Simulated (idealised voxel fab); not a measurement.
A process module follows: voxel spacer lines.
FYI the section here is cut, 280 nm wide, cells are 5 nm squares.
In this document a cross-section is written as a grid of square cells. It is given as a series of bands, listed from the top down, and a band is one or more rows of cells. A band entry consists of two parts. The first gives the height of the band's top and the height of its bottom, in nm. The rest lists the band's materials from left to right, each with its width in nm. A single material labelled with the word "all across" fills the band from edge to edge, and the word "blank" marks empty space. Ref level 0: as-received wafer is one material below here. Bottom band extends down with no lower bound ("z 0 and below"). A width given as "30 to 40" starts at the first number in the band's top row and ends at the second number in its bottom row, shifting by an equal amount at every step from row to row. What does "remained unchanged" mean for a step? It means no cell of the cross-section changed in that step. Under "Cavities, sealed" you'll find the enclosed gaps, the ones with no way out to the top, that are 8 cells or bigger; each reads width x height at distance, with distance counted from the left edge, everything in nm. What comes after the settings on a step's line is commentary from the simulator itself on that step. overlay nm: for a step with a mask, the amount by which the mask lay right of where it was planned; a negative amount means left of it.
## List of planned process steps
1. RECEIVE [material Si]
2. CONFORMAL_DEP [material Al2O3] [thk nm 10]
3. DIRECTIONAL_DEP [material polySi] [thk nm 15]
4. DIRECTIONAL_DEP [material aC] [thk nm 20]
5. PATTERN [tone cover] [mask id MANDREL] [material resist] [width nm 15] [pitch nm 60] [thk nm 30] [overlay nm 0]
6. DIRECTIONAL_ETCH [etch materials aC] [depth nm 20]
7. STRIP [etch materials resist]
8. CONFORMAL_DEP [material SiO2] [thk nm 10]
9. DIRECTIONAL_ETCH [etch materials SiO2] [depth nm 10]
10. STRIP [etch materials aC]
11. DIRECTIONAL_ETCH [etch materials polySi] [depth nm 15]
12. STRIP [etch materials SiO2]
The value of width nm given for step 5 in the plan refers to the first wafer; the wafers vary in this setting and are alike at the start.
## As-received state after step 1, first of several wafers, cross-section
z 0 and below | Si all across
Cavities, sealed: none
## Cross-section of the first of several wafers, taken after step 12, where the module ends
z 25 to 10 | 95 blank | 10 polySi | 15 blank | 10 polySi | 25 blank | 10 polySi | 15 blank | 10 polySi | 90 blank
z 10 to 0 | Al2O3 all across
z 0 and below | Si all across
Cavities, sealed: none
## Last-wafer cross-section at the end of the module
z 25 to 10 | 85 blank | 10 polySi | 35 blank | 10 polySi | 5 blank | 10 polySi | 35 blank | 10 polySi | 80 blank
z 10 to 0 | Al2O3 all across
z 0 and below | Si all across
Cavities, sealed: none
## The rows of the table below are wafers. Looking at the end of the module, a row counts, for every material, the cells the wafer has gained, shown as (+), or lost, shown as (-), since it was received; its closed voids come next
width nm 15, +112 Al2O3, +24 polySi, Cavities, sealed: none
width nm 20, +112 Al2O3, +24 polySi, Cavities, sealed: none
width nm 25, +112 Al2O3, +24 polySi, Cavities, sealed: none
width nm 30, +112 Al2O3, +24 polySi, Cavities, sealed: none
width nm 35, +112 Al2O3, +24 polySi, Cavities, sealed: none
